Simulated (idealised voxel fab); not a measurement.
process module | voxel wiring stack
cross-section cut | 270 nm wide | cells 5 nm
A cross-section is a grid of square cells, given in bands from the top down. A band is one or more rows of cells.
Each band's line starts with the height of the band's top and of its bottom, in nm. Then come its materials from left to right, each with its width in nm. One material with "throughout" fills the band from edge to edge. "air" is empty space.
Height 0 is the level under which the wafer as received is all one material. The lowest band goes on downwards, as in "0 down".
A width such as "30 to 40" changes by the same amount from each row of cells to the next, from the band's top row to its bottom row.
"no change" after a step means that no cell of the cross-section changed.
closed voids: empty space of 8 cells or more with no open way to the top, each as width x height at its distance from the left edge, in nm
after a step's settings: what the simulator itself notes on the step
overlay nm, on a step with a mask: how far to the right of its planned place the mask lay; to the left if negative
Each pair below shows a cross-section before one step and the cross-section after it, down to the lowest band that changed. The line under each pair gives the step between them, with its settings. The pairs can come from different runs of this module on the same starting wafer, so a pair continues from the pair above only where its "before" says so.
before
  0 down: Si throughout
  closed voids: none
after
  10 to 0: SiO2 throughout
  below 0: unchanged
  closed voids: none
the step between: op CONFORMAL_DEP | material SiO2 | thk nm 10
before: the cross-section after the pair above
after
  15 to 10: TiN throughout
  below 10: unchanged
  closed voids: none
the step between: op DIRECTIONAL_DEP | material TiN | thk nm 5
before: the cross-section after the pair above
after
  40 to 15: Ru throughout
  below 15: unchanged
  closed voids: none
the step between: op DIRECTIONAL_DEP | material Ru | thk nm 25
before: the cross-section after the pair above
after
  50 to 40: aC throughout
  below 40: unchanged
  closed voids: none
the step between: op DIRECTIONAL_DEP | material aC | thk nm 10
before: the cross-section after the pair above
after
  75 to 50: air 55 | resist 20 | air 25 | resist 20 | air 25 | resist 20 | air 25 | resist 20 | air 60
  below 50: unchanged
  closed voids: none
the step between: op PATTERN | tone cover | mask id METAL_1 | material resist | width nm 20 | pitch nm 45 | thk nm 25 | overlay nm 0
before: the cross-section after the pair above
after
  65 to 50: air 55 | resist 20 | air 25 | resist 20 | air 25 | resist 20 | air 25 | resist 20 | air 60
  50 to 40: air 55 | aC 20 | air 25 | aC 20 | air 25 | aC 20 | air 25 | aC 20 | air 60
  below 40: unchanged
  closed voids: none
the step between: op DIRECTIONAL_ETCH | etch materials aC | depth nm 10
before: the cross-section after the pair above
after
  50 to 40: air 55 | aC 20 | air 25 | aC 20 | air 25 | aC 20 | air 25 | aC 20 | air 60
  below 40: unchanged
  closed voids: none
the step between: op STRIP | etch materials resist
before: the cross-section after the pair above
after
  50 to 40: air 55 | aC 20 | air 25 | aC 20 | air 25 | aC 20 | air 25 | aC 20 | air 60
  40 to 15: air 55 | Ru 20 | air 25 | Ru 20 | air 25 | Ru 20 | air 25 | Ru 20 | air 60
  below 15: unchanged
  closed voids: none
the step between: op DIRECTIONAL_ETCH | etch materials Ru | depth nm 25
before: the cross-section after the pair above
after
  50 to 40: air 55 | aC 20 | air 25 | aC 20 | air 25 | aC 20 | air 25 | aC 20 | air 60
  40 to 15: air 55 | Ru 20 | air 25 | Ru 20 | air 25 | Ru 20 | air 25 | Ru 20 | air 60
  15 to 10: air 55 | TiN 20 | air 25 | TiN 20 | air 25 | TiN 20 | air 25 | TiN 20 | air 60
  below 10: unchanged
  closed voids: none
the step between: op DIRECTIONAL_ETCH | etch materials TiN | depth nm 5
before: the cross-section after the pair above
after
  40 to 15: air 55 | Ru 20 | air 25 | Ru 20 | air 25 | Ru 20 | air 25 | Ru 20 | air 60
  below 15: unchanged
  closed voids: none
the step between: op STRIP | etch materials aC
before: the cross-section after the pair above
after
  45 to 40: air 50 | SiCN 30 | air 15 | SiCN 30 | air 15 | SiCN 30 | air 15 | SiCN 30 | air 55
  40 to 15: air 50 | SiCN 5 | Ru 20 | SiCN 5 | air 15 | SiCN 5 | Ru 20 | SiCN 5 | air 15 | SiCN 5 | Ru 20 | SiCN 5 | air 15 | SiCN 5 | Ru 20 | SiCN 5 | air 55
  15 to 10: SiCN 55 | TiN 20 | SiCN 25 | TiN 20 | SiCN 25 | TiN 20 | SiCN 25 | TiN 20 | SiCN 60
  below 10: unchanged
  closed voids: none
the step between: op CONFORMAL_DEP | material SiCN | thk nm 5
before: the cross-section after the pair above
after
  55 to 45: SiO2 throughout
  45 to 40: SiO2 50 | SiCN 30 | SiO2 15 | SiCN 30 | SiO2 15 | SiCN 30 | SiO2 15 | SiCN 30 | SiO2 55
  40 to 15: SiO2 50 | SiCN 5 | Ru 20 | SiCN 5 | SiO2 15 | SiCN 5 | Ru 20 | SiCN 5 | SiO2 15 | SiCN 5 | Ru 20 | SiCN 5 | SiO2 15 | SiCN 5 | Ru 20 | SiCN 5 | SiO2 55
  below 15: unchanged
  closed voids: none
the step between: op FILL_DEP | material SiO2 | thk nm 10
before: the cross-section after the pair above
after
  40 to 15: SiO2 50 | SiCN 5 | Ru 20 | SiCN 5 | SiO2 15 | SiCN 5 | Ru 20 | SiCN 5 | SiO2 15 | SiCN 5 | Ru 20 | SiCN 5 | SiO2 15 | SiCN 5 | Ru 20 | SiCN 5 | SiO2 55
  below 15: unchanged
  closed voids: none
the step between: op CMP | height nm 40
before: the cross-section after the pair above
after
  45 to 40: SiCN throughout
  below 40: unchanged
  closed voids: none
the step between: op CONFORMAL_DEP | material SiCN | thk nm 5
before: the cross-section after the pair above
after
  55 to 45: lowk throughout
  below 45: unchanged
  closed voids: none
the step between: op DIRECTIONAL_DEP | material lowk | thk nm 10
before: the cross-section after the pair above
after
  75 to 55: resist 55 | air 15 | resist 75 | air 15 | resist 110
  below 55: unchanged
  closed voids: none
the step between: op PATTERN | tone open | mask id PLUG_1 | material resist | width nm 15 | pitch nm 90 | thk nm 20 | overlay nm 0
before: the cross-section after the pair above
after
  75 to 55: resist 55 | air 15 | resist 75 | air 15 | resist 110
  55 to 45: lowk 55 | air 15 | lowk 75 | air 15 | lowk 110
  below 45: unchanged
  closed voids: none
the step between: op DIRECTIONAL_ETCH | etch materials lowk | depth nm 10
before: the cross-section after the pair above
after
  75 to 55: resist 55 | air 15 | resist 75 | air 15 | resist 110
  55 to 45: lowk 55 | air 15 | lowk 75 | air 15 | lowk 110
  45 to 40: SiCN 55 | air 15 | SiCN 75 | air 15 | SiCN 110
  below 40: unchanged
  closed voids: none
the step between: op DIRECTIONAL_ETCH | etch materials SiCN | depth nm 5
before: the cross-section after the pair above
after
  55 to 45: lowk 55 | air 15 | lowk 75 | air 15 | lowk 110
  below 45: unchanged
  closed voids: none
the step between: op STRIP | etch materials resist
before: the cross-section after the pair above
after
  60 to 55: TiN 60 | air 5 | TiN 85 | air 5 | TiN 115
  55 to 45: lowk 55 | TiN 5 | air 5 | TiN 5 | lowk 75 | TiN 5 | air 5 | TiN 5 | lowk 110
  45 to 40: SiCN 55 | TiN 15 | SiCN 75 | TiN 15 | SiCN 110
  below 40: unchanged
  closed voids: none
the step between: op CONFORMAL_DEP | material TiN | thk nm 5
before: the cross-section after the pair above
after
  70 to 60: Ru throughout
  60 to 55: TiN 60 | Ru 5 | TiN 85 | Ru 5 | TiN 115
  55 to 45: lowk 55 | TiN 5 | Ru 5 | TiN 5 | lowk 75 | TiN 5 | Ru 5 | TiN 5 | lowk 110
  below 45: unchanged
  closed voids: none
the step between: op FILL_DEP | material Ru | thk nm 10
before: the cross-section after the pair above
after
  55 to 45: lowk 55 | TiN 5 | Ru 5 | TiN 5 | lowk 75 | TiN 5 | Ru 5 | TiN 5 | lowk 110
  below 45: unchanged
  closed voids: none
the step between: op CMP | height nm 55
before: the cross-section after the pair above
after
  60 to 55: SiCN throughout
  below 55: unchanged
  closed voids: none
the step between: op CONFORMAL_DEP | material SiCN | thk nm 5
before: the cross-section after the pair above
after
  80 to 60: lowk throughout
  below 60: unchanged
  closed voids: none
the step between: op DIRECTIONAL_DEP | material lowk | thk nm 20
before: the cross-section after the pair above
after
  95 to 80: resist 55 | air 20 | resist 25 | air 20 | resist 25 | air 20 | resist 25 | air 20 | resist 60
  below 80: unchanged
  closed voids: none
the step between: op PATTERN | tone open | mask id METAL_2 | material resist | width nm 20 | pitch nm 45 | thk nm 15 | overlay nm 0
before: the cross-section after the pair above
after
  95 to 80: resist 55 | air 20 | resist 25 | air 20 | resist 25 | air 20 | resist 25 | air 20 | resist 60
  80 to 60: lowk 55 | air 20 | lowk 25 | air 20 | lowk 25 | air 20 | lowk 25 | air 20 | lowk 60
  below 60: unchanged
  closed voids: none
the step between: op DIRECTIONAL_ETCH | etch materials lowk | depth nm 20
before: the cross-section after the pair above
after
  95 to 80: resist 55 | air 20 | resist 25 | air 20 | resist 25 | air 20 | resist 25 | air 20 | resist 60
  80 to 60: lowk 55 | air 20 | lowk 25 | air 20 | lowk 25 | air 20 | lowk 25 | air 20 | lowk 60
  60 to 55: SiCN 55 | air 20 | SiCN 25 | air 20 | SiCN 25 | air 20 | SiCN 25 | air 20 | SiCN 60
  below 55: unchanged
  closed voids: none
the step between: op DIRECTIONAL_ETCH | etch materials SiCN | depth nm 5
before: the cross-section after the pair above
after
  80 to 60: lowk 55 | air 20 | lowk 25 | air 20 | lowk 25 | air 20 | lowk 25 | air 20 | lowk 60
  below 60: unchanged
  closed voids: none
the step between: op STRIP | etch materials resist
before: the cross-section after the pair above
after
  85 to 80: TiN 60 | air 10 | TiN 35 | air 10 | TiN 35 | air 10 | TiN 35 | air 10 | TiN 65
  80 to 60: lowk 55 | TiN 5 | air 10 | TiN 5 | lowk 25 | TiN 5 | air 10 | TiN 5 | lowk 25 | TiN 5 | air 10 | TiN 5 | lowk 25 | TiN 5 | air 10 | TiN 5 | lowk 60
  60 to 55: SiCN 55 | TiN 20 | SiCN 25 | TiN 20 | SiCN 25 | TiN 20 | SiCN 25 | TiN 20 | SiCN 60
  below 55: unchanged
  closed voids: none
the step between: op CONFORMAL_DEP | material TiN | thk nm 5
before: the cross-section after the pair above
after
  95 to 85: W throughout
  85 to 80: TiN 60 | W 10 | TiN 35 | W 10 | TiN 35 | W 10 | TiN 35 | W 10 | TiN 65
  80 to 60: lowk 55 | TiN 5 | W 10 | TiN 5 | lowk 25 | TiN 5 | W 10 | TiN 5 | lowk 25 | TiN 5 | W 10 | TiN 5 | lowk 25 | TiN 5 | W 10 | TiN 5 | lowk 60
  below 60: unchanged
  closed voids: none
the step between: op FILL_DEP | material W | thk nm 10
before: the cross-section after the pair above
after
  80 to 60: lowk 55 | TiN 5 | W 10 | TiN 5 | lowk 25 | TiN 5 | W 10 | TiN 5 | lowk 25 | TiN 5 | W 10 | TiN 5 | lowk 25 | TiN 5 | W 10 | TiN 5 | lowk 60
  below 60: unchanged
  closed voids: none
the step between: op CMP | height nm 80
before: the cross-section after the pair above
after
  85 to 80: SiCN throughout
  below 80: unchanged
  closed voids: none
the step between: op CONFORMAL_DEP | material SiCN | thk nm 5
before: the cross-section after the pair above
after
  115 to 85: lowk throughout
  below 85: unchanged
  closed voids: none
the step between: op DIRECTIONAL_DEP | material lowk | thk nm 30
before: the cross-section after the pair above
after
  125 to 115: aC throughout
  below 115: unchanged
  closed voids: none
the step between: op DIRECTIONAL_DEP | material aC | thk nm 10
before: the cross-section after the pair above
after
  155 to 125: resist 55 | air 20 | resist 25 | air 20 | resist 25 | air 20 | resist 25 | air 20 | resist 60
  below 125: unchanged
  closed voids: none
the step between: op PATTERN | tone open | mask id METAL_3 | material resist | width nm 20 | pitch nm 45 | thk nm 30 | overlay nm 0
before: the cross-section after the pair above
after
  145 to 125: resist 55 | air 20 | resist 25 | air 20 | resist 25 | air 20 | resist 25 | air 20 | resist 60
  125 to 115: aC 55 | air 20 | aC 25 | air 20 | aC 25 | air 20 | aC 25 | air 20 | aC 60
  below 115: unchanged
  closed voids: none
the step between: op DIRECTIONAL_ETCH | etch materials aC | depth nm 10
before: the cross-section after the pair above
after
  125 to 115: aC 55 | air 20 | aC 25 | air 20 | aC 25 | air 20 | aC 25 | air 20 | aC 60
  below 115: unchanged
  closed voids: none
the step between: op STRIP | etch materials resist
before: the cross-section after the pair above
after
  125 to 115: aC 55 | air 20 | aC 25 | air 20 | aC 25 | air 20 | aC 25 | air 20 | aC 60
  115 to 95: lowk 55 | air 20 | lowk 25 | air 20 | lowk 25 | air 20 | lowk 25 | air 20 | lowk 60
  below 95: unchanged
  closed voids: none
the step between: op DIRECTIONAL_ETCH | etch materials lowk | depth nm 20
before: the cross-section after the pair above
after
  115 to 95: lowk 55 | air 20 | lowk 25 | air 20 | lowk 25 | air 20 | lowk 25 | air 20 | lowk 60
  below 95: unchanged
  closed voids: none
the step between: op STRIP | etch materials aC
before: the cross-section after the pair above
after
  125 to 115: aC 55 | air 20 | aC 25 | air 20 | aC 25 | air 20 | aC 25 | air 20 | aC 60
  115 to 105: lowk 55 | air 20 | lowk 25 | air 20 | lowk 25 | air 20 | lowk 25 | air 20 | lowk 60
  105 to 95: lowk 55 | aC 20 | lowk 25 | aC 20 | lowk 25 | aC 20 | lowk 25 | aC 20 | lowk 60
  below 95: unchanged
  closed voids: none
the step between: op DIRECTIONAL_DEP | material aC | thk nm 10
before: the cross-section after the pair above
after
  155 to 125: resist 55 | air 15 | resist 75 | air 15 | resist 110
  125 to 115: aC 55 | air 15 | resist 5 | aC 25 | resist 20 | aC 25 | air 15 | resist 5 | aC 25 | resist 20 | aC 60
  115 to 105: lowk 55 | air 15 | resist 5 | lowk 25 | resist 20 | lowk 25 | air 15 | resist 5 | lowk 25 | resist 20 | lowk 60
  below 105: unchanged
  closed voids: none
the step between: op PATTERN | tone open | mask id METAL_3_HOLES | material resist | width nm 15 | pitch nm 90 | thk nm 30 | overlay nm 0
before: the cross-section after the pair above
after
  145 to 125: resist 55 | air 15 | resist 75 | air 15 | resist 110
  125 to 115: aC 55 | air 15 | resist 5 | aC 25 | resist 20 | aC 25 | air 15 | resist 5 | aC 25 | resist 20 | aC 60
  115 to 105: lowk 55 | air 15 | resist 5 | lowk 25 | resist 20 | lowk 25 | air 15 | resist 5 | lowk 25 | resist 20 | lowk 60
  105 to 95: lowk 55 | air 15 | aC 5 | lowk 25 | aC 20 | lowk 25 | air 15 | aC 5 | lowk 25 | aC 20 | lowk 60
  below 95: unchanged
  closed voids: none
the step between: op DIRECTIONAL_ETCH | etch materials aC | depth nm 10
before: the cross-section after the pair above
after
  125 to 115: aC 55 | air 20 | aC 25 | air 20 | aC 25 | air 20 | aC 25 | air 20 | aC 60
  115 to 105: lowk 55 | air 20 | lowk 25 | air 20 | lowk 25 | air 20 | lowk 25 | air 20 | lowk 60
  below 105: unchanged
  closed voids: none
the step between: op STRIP | etch materials resist
before: the cross-section after the pair above
after
  125 to 115: aC 55 | air 20 | aC 25 | air 20 | aC 25 | air 20 | aC 25 | air 20 | aC 60
  115 to 105: lowk 55 | air 20 | lowk 25 | air 20 | lowk 25 | air 20 | lowk 25 | air 20 | lowk 60
  105 to 95: lowk 55 | air 15 | aC 5 | lowk 25 | aC 20 | lowk 25 | air 15 | aC 5 | lowk 25 | aC 20 | lowk 60
  95 to 85: lowk 55 | air 15 | lowk 75 | air 15 | lowk 110
  below 85: unchanged
  closed voids: none
the step between: op DIRECTIONAL_ETCH | etch materials lowk | depth nm 10
before: the cross-section after the pair above
after
  125 to 115: aC 55 | air 20 | aC 25 | air 20 | aC 25 | air 20 | aC 25 | air 20 | aC 60
  115 to 105: lowk 55 | air 20 | lowk 25 | air 20 | lowk 25 | air 20 | lowk 25 | air 20 | lowk 60
  105 to 95: lowk 55 | air 15 | aC 5 | lowk 25 | aC 20 | lowk 25 | air 15 | aC 5 | lowk 25 | aC 20 | lowk 60
  95 to 85: lowk 55 | air 15 | lowk 75 | air 15 | lowk 110
  85 to 80: SiCN 55 | air 15 | SiCN 75 | air 15 | SiCN 110
  below 80: unchanged
  closed voids: none
the step between: op DIRECTIONAL_ETCH | etch materials SiCN | depth nm 5
before: the cross-section after the pair above
after
  115 to 95: lowk 55 | air 20 | lowk 25 | air 20 | lowk 25 | air 20 | lowk 25 | air 20 | lowk 60
  below 95: unchanged
  closed voids: none
the step between: op STRIP | etch materials aC
before: the cross-section after the pair above
after
  120 to 115: TiN 60 | air 10 | TiN 35 | air 10 | TiN 35 | air 10 | TiN 35 | air 10 | TiN 65
  115 to 100: lowk 55 | TiN 5 | air 10 | TiN 5 | lowk 25 | TiN 5 | air 10 | TiN 5 | lowk 25 | TiN 5 | air 10 | TiN 5 | lowk 25 | TiN 5 | air 10 | TiN 5 | lowk 60
  100 to 95: lowk 55 | TiN 5 | air 5 | TiN 10 | lowk 25 | TiN 20 | lowk 25 | TiN 5 | air 5 | TiN 10 | lowk 25 | TiN 20 | lowk 60
  95 to 85: lowk 55 | TiN 5 | air 5 | TiN 5 | lowk 75 | TiN 5 | air 5 | TiN 5 | lowk 110
  85 to 80: SiCN 55 | TiN 15 | SiCN 75 | TiN 15 | SiCN 110
  below 80: unchanged
  closed voids: none
the step between: op CONFORMAL_DEP | material TiN | thk nm 5
before: the cross-section after the pair above
after
  130 to 120: Ru throughout
  120 to 115: TiN 60 | Ru 10 | TiN 35 | Ru 10 | TiN 35 | Ru 10 | TiN 35 | Ru 10 | TiN 65
  115 to 100: lowk 55 | TiN 5 | Ru 10 | TiN 5 | lowk 25 | TiN 5 | Ru 10 | TiN 5 | lowk 25 | TiN 5 | Ru 10 | TiN 5 | lowk 25 | TiN 5 | Ru 10 | TiN 5 | lowk 60
  100 to 95: lowk 55 | TiN 5 | Ru 5 | TiN 10 | lowk 25 | TiN 20 | lowk 25 | TiN 5 | Ru 5 | TiN 10 | lowk 25 | TiN 20 | lowk 60
  95 to 85: lowk 55 | TiN 5 | Ru 5 | TiN 5 | lowk 75 | TiN 5 | Ru 5 | TiN 5 | lowk 110
  below 85: unchanged
  closed voids: none
the step between: op FILL_DEP | material Ru | thk nm 10
before: the cross-section after the pair above
after
  115 to 100: lowk 55 | TiN 5 | Ru 10 | TiN 5 | lowk 25 | TiN 5 | Ru 10 | TiN 5 | lowk 25 | TiN 5 | Ru 10 | TiN 5 | lowk 25 | TiN 5 | Ru 10 | TiN 5 | lowk 60
  below 100: unchanged
  closed voids: none
the step between: op CMP | height nm 115
before: the cross-section after the pair above
after
  120 to 115: SiCN throughout
  below 115: unchanged
  closed voids: none
the step between: op CONFORMAL_DEP | material SiCN | thk nm 5
before: the cross-section after the pair above
after
  130 to 120: SiO2 throughout
  below 120: unchanged
  closed voids: none
the step between: op DIRECTIONAL_DEP | material SiO2 | thk nm 10
before: the cross-section after the pair above
after
  145 to 130: aC throughout
  below 130: unchanged
  closed voids: none
the step between: op DIRECTIONAL_DEP | material aC | thk nm 15
before: the cross-section after the pair above
after
  180 to 145: resist 55 | air 15 | resist 30 | air 15 | resist 30 | air 15 | resist 30 | air 15 | resist 65
  below 145: unchanged
  closed voids: none
the step between: op PATTERN | tone open | mask id PLUG_3 | material resist | width nm 15 | pitch nm 45 | thk nm 35 | overlay nm 0
before: the cross-section after the pair above
after
  165 to 145: resist 55 | air 15 | resist 30 | air 15 | resist 30 | air 15 | resist 30 | air 15 | resist 65
  145 to 130: aC 55 | air 15 | aC 30 | air 15 | aC 30 | air 15 | aC 30 | air 15 | aC 65
  below 130: unchanged
  closed voids: none
the step between: op DIRECTIONAL_ETCH | etch materials aC | depth nm 15
before: the cross-section after the pair above
after
  145 to 130: aC 55 | air 15 | aC 30 | air 15 | aC 30 | air 15 | aC 30 | air 15 | aC 65
  below 130: unchanged
  closed voids: none
the step between: op STRIP | etch materials resist
before: the cross-section after the pair above
after
  145 to 130: aC 55 | air 15 | aC 30 | air 15 | aC 30 | air 15 | aC 30 | air 15 | aC 65
  130 to 120: SiO2 55 | air 15 | SiO2 30 | air 15 | SiO2 30 | air 15 | SiO2 30 | air 15 | SiO2 65
  below 120: unchanged
  closed voids: none
the step between: op DIRECTIONAL_ETCH | etch materials SiO2 | depth nm 10
before: the cross-section after the pair above
after
  145 to 130: aC 55 | air 15 | aC 30 | air 15 | aC 30 | air 15 | aC 30 | air 15 | aC 65
  130 to 120: SiO2 55 | air 15 | SiO2 30 | air 15 | SiO2 30 | air 15 | SiO2 30 | air 15 | SiO2 65
  120 to 115: SiCN 55 | air 15 | SiCN 30 | air 15 | SiCN 30 | air 15 | SiCN 30 | air 15 | SiCN 65
  below 115: unchanged
  closed voids: none
the step between: op DIRECTIONAL_ETCH | etch materials SiCN | depth nm 5
before: the cross-section after the pair above
after
  130 to 120: SiO2 55 | air 15 | SiO2 30 | air 15 | SiO2 30 | air 15 | SiO2 30 | air 15 | SiO2 65
  below 120: unchanged
  closed voids: none
the step between: op STRIP | etch materials aC
before: the cross-section after the pair above
after
  130 to 125: SiO2 55 | air 15 | SiO2 30 | air 15 | SiO2 30 | air 15 | SiO2 30 | air 15 | SiO2 65
  125 to 120: SiO2 55 | Ru 15 | SiO2 30 | Ru 15 | SiO2 30 | Ru 15 | SiO2 30 | Ru 15 | SiO2 65
  120 to 115: SiCN 55 | Ru 15 | SiCN 30 | Ru 15 | SiCN 30 | Ru 15 | SiCN 30 | Ru 15 | SiCN 65
  below 115: unchanged
  closed voids: none
the step between: op EPI | material Ru | thk nm 10
before: the cross-section after the pair above
after
  130 to 120: SiO2 55 | Ru 15 | SiO2 30 | Ru 15 | SiO2 30 | Ru 15 | SiO2 30 | Ru 15 | SiO2 65
  below 120: unchanged
  closed voids: none
the step between: op EPI | material Ru | thk nm 5
before: the cross-section after the pair above
after
  135 to 130: SiCN throughout
  below 130: unchanged
  closed voids: none
the step between: op CONFORMAL_DEP | material SiCN | thk nm 5
before: the cross-section after the pair above
after
  155 to 135: SiO2 throughout
  below 135: unchanged
  closed voids: none
the step between: op DIRECTIONAL_DEP | material SiO2 | thk nm 20
before: the cross-section after the pair above
after
  175 to 155: resist 55 | air 20 | resist 25 | air 20 | resist 25 | air 20 | resist 25 | air 20 | resist 60
  below 155: unchanged
  closed voids: none
the step between: op PATTERN | tone open | mask id METAL_4 | material resist | width nm 20 | pitch nm 45 | thk nm 20 | overlay nm 0
before: the cross-section after the pair above
after
  175 to 155: resist 55 | air 20 | resist 25 | air 20 | resist 25 | air 20 | resist 25 | air 20 | resist 60
  155 to 135: SiO2 55 | air 20 | SiO2 25 | air 20 | SiO2 25 | air 20 | SiO2 25 | air 20 | SiO2 60
  below 135: unchanged
  closed voids: none
the step between: op DIRECTIONAL_ETCH | etch materials SiO2 | depth nm 20
before: the cross-section after the pair above
after
  175 to 155: resist 55 | air 20 | resist 25 | air 20 | resist 25 | air 20 | resist 25 | air 20 | resist 60
  155 to 135: SiO2 55 | air 20 | SiO2 25 | air 20 | SiO2 25 | air 20 | SiO2 25 | air 20 | SiO2 60
  135 to 130: SiCN 55 | air 20 | SiCN 25 | air 20 | SiCN 25 | air 20 | SiCN 25 | air 20 | SiCN 60
  below 130: unchanged
  closed voids: none
the step between: op DIRECTIONAL_ETCH | etch materials SiCN | depth nm 5
before: the cross-section after the pair above
after
  155 to 135: SiO2 55 | air 20 | SiO2 25 | air 20 | SiO2 25 | air 20 | SiO2 25 | air 20 | SiO2 60
  below 135: unchanged
  closed voids: none
the step between: op STRIP | etch materials resist
before: the cross-section after the pair above
after
  160 to 155: TiN 60 | air 10 | TiN 35 | air 10 | TiN 35 | air 10 | TiN 35 | air 10 | TiN 65
  155 to 135: SiO2 55 | TiN 5 | air 10 | TiN 5 | SiO2 25 | TiN 5 | air 10 | TiN 5 | SiO2 25 | TiN 5 | air 10 | TiN 5 | SiO2 25 | TiN 5 | air 10 | TiN 5 | SiO2 60
  135 to 130: SiCN 55 | TiN 20 | SiCN 25 | TiN 20 | SiCN 25 | TiN 20 | SiCN 25 | TiN 20 | SiCN 60
  below 130: unchanged
  closed voids: none
the step between: op CONFORMAL_DEP | material TiN | thk nm 5
before: the cross-section after the pair above
after
  165 to 160: W throughout
  160 to 155: TiN 60 | W 10 | TiN 35 | W 10 | TiN 35 | W 10 | TiN 35 | W 10 | TiN 65
  155 to 135: SiO2 55 | TiN 5 | W 10 | TiN 5 | SiO2 25 | TiN 5 | W 10 | TiN 5 | SiO2 25 | TiN 5 | W 10 | TiN 5 | SiO2 25 | TiN 5 | W 10 | TiN 5 | SiO2 60
  below 135: unchanged
  closed voids: none
the step between: op FILL_DEP | material W | thk nm 5
before: the cross-section after the pair above
after
  155 to 135: SiO2 55 | TiN 5 | W 10 | TiN 5 | SiO2 25 | TiN 5 | W 10 | TiN 5 | SiO2 25 | TiN 5 | W 10 | TiN 5 | SiO2 25 | TiN 5 | W 10 | TiN 5 | SiO2 60
  below 135: unchanged
  closed voids: none
the step between: op CMP | height nm 155
before: the cross-section after the pair above
after
  160 to 155: SiCN throughout
  below 155: unchanged
  closed voids: none
the step between: op CONFORMAL_DEP | material SiCN | thk nm 5
before
  130 to 120: SiO2 55 | Ru 15 | SiO2 30 | Ru 15 | SiO2 30 | Ru 15 | SiO2 30 | Ru 15 | SiO2 65
  120 to 115: SiCN 55 | Ru 15 | SiCN 30 | Ru 15 | SiCN 30 | Ru 15 | SiCN 30 | Ru 15 | SiCN 65
  115 to 100: lowk 55 | TiN 5 | Ru 10 | TiN 5 | lowk 25 | TiN 5 | Ru 10 | TiN 5 | lowk 25 | TiN 5 | Ru 10 | TiN 5 | lowk 25 | TiN 5 | Ru 10 | TiN 5 | lowk 60
  100 to 95: lowk 55 | TiN 5 | Ru 5 | TiN 10 | lowk 25 | TiN 20 | lowk 25 | TiN 5 | Ru 5 | TiN 10 | lowk 25 | TiN 20 | lowk 60
  95 to 85: lowk 55 | TiN 5 | Ru 5 | TiN 5 | lowk 75 | TiN 5 | Ru 5 | TiN 5 | lowk 110
  85 to 80: SiCN 55 | TiN 15 | SiCN 75 | TiN 15 | SiCN 110
  80 to 60: lowk 55 | TiN 5 | W 10 | TiN 5 | lowk 25 | TiN 5 | W 10 | TiN 5 | lowk 25 | TiN 5 | W 10 | TiN 5 | lowk 25 | TiN 5 | W 10 | TiN 5 | lowk 60
  60 to 55: SiCN 55 | TiN 20 | SiCN 25 | TiN 20 | SiCN 25 | TiN 20 | SiCN 25 | TiN 20 | SiCN 60
  55 to 45: lowk 55 | TiN 5 | Ru 5 | TiN 5 | lowk 75 | TiN 5 | Ru 5 | TiN 5 | lowk 110
  45 to 40: SiCN 55 | TiN 15 | SiCN 75 | TiN 15 | SiCN 110
  40 to 15: SiO2 50 | SiCN 5 | Ru 20 | SiCN 5 | SiO2 15 | SiCN 5 | Ru 20 | SiCN 5 | SiO2 15 | SiCN 5 | Ru 20 | SiCN 5 | SiO2 15 | SiCN 5 | Ru 20 | SiCN 5 | SiO2 55
  15 to 10: SiCN 55 | TiN 20 | SiCN 25 | TiN 20 | SiCN 25 | TiN 20 | SiCN 25 | TiN 20 | SiCN 60
  10 to 0: SiO2 throughout
  0 down: Si throughout
  closed voids: none
after
  150 to 130: SiO2 throughout
  below 130: unchanged
  closed voids: none
the step between: op DIRECTIONAL_DEP | material SiO2 | thk nm 20
before: the cross-section after the pair above
after
  170 to 150: resist 55 | air 20 | resist 25 | air 20 | resist 25 | air 20 | resist 25 | air 20 | resist 60
  below 150: unchanged
  closed voids: none
the step between: op PATTERN | tone open | mask id METAL_4 | material resist | width nm 20 | pitch nm 45 | thk nm 20 | overlay nm 0
before: the cross-section after the pair above
after
  170 to 150: resist 55 | air 20 | resist 25 | air 20 | resist 25 | air 20 | resist 25 | air 20 | resist 60
  150 to 130: SiO2 55 | air 20 | SiO2 25 | air 20 | SiO2 25 | air 20 | SiO2 25 | air 20 | SiO2 60
  below 130: unchanged
  closed voids: none
the step between: op DIRECTIONAL_ETCH | etch materials SiO2 | depth nm 20
before: the cross-section after the pair above
after
  150 to 130: SiO2 55 | air 20 | SiO2 25 | air 20 | SiO2 25 | air 20 | SiO2 25 | air 20 | SiO2 60
  below 130: unchanged
  closed voids: none
the step between: op STRIP | etch materials resist
before: the cross-section after the pair above
after
  155 to 150: TiN 60 | air 10 | TiN 35 | air 10 | TiN 35 | air 10 | TiN 35 | air 10 | TiN 65
  150 to 135: SiO2 55 | TiN 5 | air 10 | TiN 5 | SiO2 25 | TiN 5 | air 10 | TiN 5 | SiO2 25 | TiN 5 | air 10 | TiN 5 | SiO2 25 | TiN 5 | air 10 | TiN 5 | SiO2 60
  135 to 130: SiO2 55 | TiN 20 | SiO2 25 | TiN 20 | SiO2 25 | TiN 20 | SiO2 25 | TiN 20 | SiO2 60
  below 130: unchanged
  closed voids: none
the step between: op CONFORMAL_DEP | material TiN | thk nm 5
before: the cross-section after the pair above
after
  160 to 155: W throughout
  155 to 150: TiN 60 | W 10 | TiN 35 | W 10 | TiN 35 | W 10 | TiN 35 | W 10 | TiN 65
  150 to 135: SiO2 55 | TiN 5 | W 10 | TiN 5 | SiO2 25 | TiN 5 | W 10 | TiN 5 | SiO2 25 | TiN 5 | W 10 | TiN 5 | SiO2 25 | TiN 5 | W 10 | TiN 5 | SiO2 60
  below 135: unchanged
  closed voids: none
the step between: op FILL_DEP | material W | thk nm 5
before: the cross-section after the pair above
after
  155 to 150: TiN 60 | W 10 | TiN 35 | W 10 | TiN 35 | W 10 | TiN 35 | W 10 | TiN 65
  below 150: unchanged
  closed voids: none
the step between: op CMP | height nm 155
before: the cross-section after the pair above
after
  160 to 155: SiCN throughout
  below 155: unchanged
  closed voids: none
the step between: op CONFORMAL_DEP | material SiCN | thk nm 5
